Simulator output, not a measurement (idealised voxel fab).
process module | voxel self aligned contacts
cross-section cut | 205 nm wide | cells 5 nm
A cross-section is a grid of square cells, given in bands from the top down. A band is one or more rows of cells.
Each band's line starts with the height of the band's top and of its bottom, in nm. Then come its materials from left to right, each with its width in nm. One material with "throughout" fills the band from edge to edge. "air" is empty space.
Height 0 is the level under which the wafer as received is all one material. The lowest band goes on downwards, as in "0 down".
A width such as "30 to 40" changes by the same amount from each row of cells to the next, from the band's top row to its bottom row.
"no change" after a step means that no cell of the cross-section changed.
closed voids: empty space of 8 cells or more with no open way to the top, each as width x height at its distance from the left edge, in nm
after a step's settings: what the simulator itself notes on the step
overlay nm, on a step with a mask: how far to the right of its planned place the mask lay; to the left if negative
plan
1 op RECEIVE | material Si
2 op CONFORMAL_DEP | material SiO2 | thk nm 5
3 op DIRECTIONAL_DEP | material polySi | thk nm 25
4 op DIRECTIONAL_DEP | material SiN | thk nm 20
5 op PATTERN | tone cover | mask id GATE | material resist | width nm 35 | pitch nm 70 | thk nm 15 | overlay nm 0
6 op DIRECTIONAL_ETCH | etch materials SiN | depth nm 20
7 op DIRECTIONAL_ETCH | etch materials polySi | depth nm 25
8 op STRIP | etch materials resist
9 op CONFORMAL_DEP | material SiN | thk nm 5
10 op DIRECTIONAL_ETCH | etch materials SiN | depth nm 5
11 op FILL_DEP | material SiO2 | thk nm 10
12 op CMP | height nm 55
13 op DIRECTIONAL_DEP | material aC | thk nm 10
14 op PATTERN | tone open | mask id CONTACT | material resist | width nm 55 | pitch nm 70 | thk nm 25 | overlay nm 0
15 op DIRECTIONAL_ETCH | etch materials aC | depth nm 10
16 op STRIP | etch materials resist
17 op DIRECTIONAL_ETCH | etch materials SiO2 | depth nm 55
18 op STRIP | etch materials aC
19 op CONFORMAL_DEP | material TiN | thk nm 5
20 op FILL_DEP | material Ru | thk nm 5
21 op CMP | height nm 55
22 op CONFORMAL_DEP | material SiN | thk nm 5
as received, after step 1
  0 down: Si throughout
  closed voids: none
a wafer at the end: this start, this plan, one mistake
  60 to 55: SiN throughout
  55 to 50: SiO2 40 | TiN 20 | Ru 15 | TiN 20 | SiO2 15 | TiN 20 | Ru 15 | TiN 20 | SiO2 40
  50 to 30: SiO2 10 | SiN 5 | polySi 35 | SiN 5 | TiN 5 | Ru 15 | TiN 5 | SiN 5 | polySi 35 | SiN 5 | TiN 5 | Ru 15 | TiN 5 | SiN 5 | polySi 35 | SiN 5 | SiO2 10
  30 to 25: SiO2 10 | SiN 5 | polySi 35 | SiN 5 | TiN 25 | SiN 5 | polySi 35 | SiN 5 | TiN 25 | SiN 5 | polySi 35 | SiN 5 | SiO2 10
  25 to 5: SiN throughout
  5 to 0: SiO2 throughout
  0 down: Si throughout
  closed voids: none
what went wrong: steps 3 and 4 were swapped
